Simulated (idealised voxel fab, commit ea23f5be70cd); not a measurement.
The name of this process module is voxel self aligned contacts.
The cross-section on display is named cut; it measures 285 nm wide, and its cells are 5 nm squares.
Think of the cross-section as a grid of square cells. We describe it in bands, top to bottom, and each band covers one or more rows of those cells. Heights first: top, then bottom, in nm. Then materials, left to right, each with a width in nm. "throughout" on a single material: fills the band edge to edge. "empty": empty space. It should be noted that heights are counted from 0, beneath which the wafer as supplied is of one material throughout, and that the lowest band possesses no lower boundary but continues downward, as written in "0 and below". You'd read "30->40" like this: the band's top row of cells is as wide as the first number, its bottom row is as wide as the second, and going down, every row changes width by the same amount as the row before did. A step reported as "nothing changed" is a step in which no cell of the cross-section changed. "Trapped void list": empty spaces of 8 cells or more with no open way to the top, each given as width x height at distance, distance from the left edge, all in nm. Whatever follows a step's settings on its line is a remark the simulator itself makes about that step. When a step includes a mask, the "overlay nm" setting on its line states how far to the right of its planned place that mask lay, and negative values state how far to the left.

Steps in the process plan
- 1: RECEIVE [material Si]
- 2: OXIDIZE [depth nm 5]
- 3: DIRECTIONAL_DEP [material polySi] [thk nm 20]
- 4: DIRECTIONAL_DEP [material SiN] [thk nm 20]
- 5: DIRECTIONAL_DEP [material aC] [thk nm 10]
- 6: PATTERN [tone cover] [mask id GATE] [material resist] [width nm 25] [pitch nm 55] [thk nm 30] [overlay nm 0]
- 7: DIRECTIONAL_ETCH [etch materials aC] [depth nm 10]
- 8: STRIP [etch materials resist]
- 9: DIRECTIONAL_ETCH [etch materials SiN] [depth nm 20]
- 10: DIRECTIONAL_ETCH [etch materials polySi] [depth nm 20]
- 11: STRIP [etch materials aC]
- 12: CONFORMAL_DEP [material SiN] [thk nm 5]
- 13: DIRECTIONAL_ETCH [etch materials SiN] [depth nm 5]
- 14: FILL_DEP [material SiO2] [thk nm 10]
- 15: CMP [height nm 45]
- 16: PATTERN [tone open] [mask id CONTACT] [material resist] [width nm 40] [pitch nm 55] [thk nm 15] [overlay nm 0]
- 17: DIRECTIONAL_ETCH [etch materials SiO2] [depth nm 50]
- 18: STRIP [etch materials resist]
- 19: CONFORMAL_DEP [material TiN] [thk nm 5]
- 20: FILL_DEP [material W] [thk nm 5]
- 21: CMP [height nm 45]
- 22: CONFORMAL_DEP [material SiCN] [thk nm 5]

What follows covers the first of two wafers; it ran as planned

Cross-section of the incoming wafer, state after step 1
	0 and below  Si throughout
	Trapped void list: none

Upon completion of step 2, the wafer appears in cross-section as shown
	0 down to -5  SiO2 throughout
	Beneath the level -5, the cross-section is identical to its previous state.

Upon completion of step 3, the wafer appears in cross-section as shown
	20 down to 0  polySi throughout
	Beneath the level 0, the cross-section is identical to its previous state.

Upon completion of step 4, the wafer appears in cross-section as shown
	40 down to 20  SiN throughout
	Beneath the level 20, the cross-section is identical to its previous state.

Upon completion of step 5, the wafer appears in cross-section as shown
	50 down to 40  aC throughout
	Beneath the level 40, the cross-section is identical to its previous state.

Upon completion of step 6, the wafer appears in cross-section as shown
	80 down to 50  empty=75, resist=25, empty=30, resist=25, empty=30, resist=25, empty=75
	Beneath the level 50, the cross-section is identical to its previous state.

Upon completion of step 7, the wafer appears in cross-section as shown
	70 down to 50  empty=75, resist=25, empty=30, resist=25, empty=30, resist=25, empty=75
	50 down to 40  empty=75, aC=25, empty=30, aC=25, empty=30, aC=25, empty=75
	Beneath the level 40, the cross-section is identical to its previous state.

Upon completion of step 8, the wafer appears in cross-section as shown
	50 down to 40  empty=75, aC=25, empty=30, aC=25, empty=30, aC=25, empty=75
	Beneath the level 40, the cross-section is identical to its previous state.

Upon completion of step 9, the wafer appears in cross-section as shown
	50 down to 40  empty=75, aC=25, empty=30, aC=25, empty=30, aC=25, empty=75
	40 down to 20  empty=75, SiN=25, empty=30, SiN=25, empty=30, SiN=25, empty=75
	Beneath the level 20, the cross-section is identical to its previous state.

Upon completion of step 10, the wafer appears in cross-section as shown
	50 down to 40  empty=75, aC=25, empty=30, aC=25, empty=30, aC=25, empty=75
	40 down to 20  empty=75, SiN=25, empty=30, SiN=25, empty=30, SiN=25, empty=75
	20 down to 0  empty=75, polySi=25, empty=30, polySi=25, empty=30, polySi=25, empty=75
	Beneath the level 0, the cross-section is identical to its previous state.

Upon completion of step 11, the wafer appears in cross-section as shown
	40 down to 20  empty=75, SiN=25, empty=30, SiN=25, empty=30, SiN=25, empty=75
	Beneath the level 20, the cross-section is identical to its previous state.

Upon completion of step 12, the wafer appears in cross-section as shown
	45 down to 20  empty=70, SiN=35, empty=20, SiN=35, empty=20, SiN=35, empty=70
	20 down to 5  empty=70, SiN=5, polySi=25, SiN=5, empty=20, SiN=5, polySi=25, SiN=5, empty=20, SiN=5, polySi=25, SiN=5, empty=70
	5 down to 0  SiN=75, polySi=25, SiN=30, polySi=25, SiN=30, polySi=25, SiN=75
	Beneath the level 0, the cross-section is identical to its previous state.

Upon completion of step 13, the wafer appears in cross-section as shown
	40 down to 20  empty=70, SiN=35, empty=20, SiN=35, empty=20, SiN=35, empty=70
	20 down to 0  empty=70, SiN=5, polySi=25, SiN=5, empty=20, SiN=5, polySi=25, SiN=5, empty=20, SiN=5, polySi=25, SiN=5, empty=70
	Beneath the level 0, the cross-section is identical to its previous state.

Upon completion of step 14, the wafer appears in cross-section as shown
	50 down to 40  SiO2 throughout
	40 down to 20  SiO2=70, SiN=35, SiO2=20, SiN=35, SiO2=20, SiN=35, SiO2=70
	20 down to 0  SiO2=70, SiN=5, polySi=25, SiN=5, SiO2=20, SiN=5, polySi=25, SiN=5, SiO2=20, SiN=5, polySi=25, SiN=5, SiO2=70
	Beneath the level 0, the cross-section is identical to its previous state.

Upon completion of step 15, the wafer appears in cross-section as shown
	45 down to 40  SiO2 throughout
	Beneath the level 40, the cross-section is identical to its previous state.

Upon completion of step 16, the wafer appears in cross-section as shown
	60 down to 45  resist=95, empty=40, resist=15, empty=40, resist=95
	Beneath the level 45, the cross-section is identical to its previous state.

Upon completion of step 17, the wafer appears in cross-section as shown
	60 down to 45  resist=95, empty=40, resist=15, empty=40, resist=95
	45 down to 40  SiO2=95, empty=40, SiO2=15, empty=40, SiO2=95
	40 down to 20  SiO2=70, SiN=35, empty=20, SiN=35, empty=20, SiN=35, SiO2=70
	20 down to 0  SiO2=70, SiN=5, polySi=25, SiN=5, empty=20, SiN=5, polySi=25, SiN=5, empty=20, SiN=5, polySi=25, SiN=5, SiO2=70
	0 down to -5  SiO2=105, empty=20, SiO2=35, empty=20, SiO2=105
	Beneath the level -5, the cross-section is identical to its previous state.

Upon completion of step 18, the wafer appears in cross-section as shown
	45 down to 40  SiO2=95, empty=40, SiO2=15, empty=40, SiO2=95
	Beneath the level 40, the cross-section is identical to its previous state.

Upon completion of step 19, the wafer appears in cross-section as shown
	50 down to 45  TiN=100, empty=30, TiN=25, empty=30, TiN=100
	45 down to 40  SiO2=95, TiN=15, empty=10, TiN=15, SiO2=15, TiN=15, empty=10, TiN=15, SiO2=95
	40 down to 20  SiO2=70, SiN=35, TiN=5, empty=10, TiN=5, SiN=35, TiN=5, empty=10, TiN=5, SiN=35, SiO2=70
	20 down to 0  SiO2=70, SiN=5, polySi=25, SiN=5, TiN=5, empty=10, TiN=5, SiN=5, polySi=25, SiN=5, TiN=5, empty=10, TiN=5, SiN=5, polySi=25, SiN=5, SiO2=70
	0 down to -5  SiO2=105, TiN=20, SiO2=35, TiN=20, SiO2=105
	Beneath the level -5, the cross-section is identical to its previous state.

Upon completion of step 20, the wafer appears in cross-section as shown
	55 down to 50  W throughout
	50 down to 45  TiN=100, W=30, TiN=25, W=30, TiN=100
	45 down to 40  SiO2=95, TiN=15, W=10, TiN=15, SiO2=15, TiN=15, W=10, TiN=15, SiO2=95
	40 down to 20  SiO2=70, SiN=35, TiN=5, W=10, TiN=5, SiN=35, TiN=5, W=10, TiN=5, SiN=35, SiO2=70
	20 down to 0  SiO2=70, SiN=5, polySi=25, SiN=5, TiN=5, W=10, TiN=5, SiN=5, polySi=25, SiN=5, TiN=5, W=10, TiN=5, SiN=5, polySi=25, SiN=5, SiO2=70
	Beneath the level 0, the cross-section is identical to its previous state.

Upon completion of step 21, the wafer appears in cross-section as shown
	45 down to 40  SiO2=95, TiN=15, W=10, TiN=15, SiO2=15, TiN=15, W=10, TiN=15, SiO2=95
	Beneath the level 40, the cross-section is identical to its previous state.

Upon completion of step 22, the wafer appears in cross-section as shown
	50 down to 45  SiCN throughout
	Beneath the level 45, the cross-section is identical to its previous state.

Notes, second wafer: start = first wafer's, plan = first wafer's, execution had one mistake; history identical to first through step 20

Cross-section: second wafer, time at which step 21 was scheduled to end
	50 down to 45  TiN=100, W=30, TiN=25, W=30, TiN=100
	Beneath the level 45, the cross-section is identical to its previous state.

Cross-section: second wafer, time at which step 22 was scheduled to end
	55 down to 50  SiCN throughout
	Beneath the level 50, the cross-section is identical to its previous state.
Short version of what went wrong: off-plan run, step 21, actual operation and settings CMP [height nm 50]
at the end the second wafer has, in cells: TiN +45; W +12
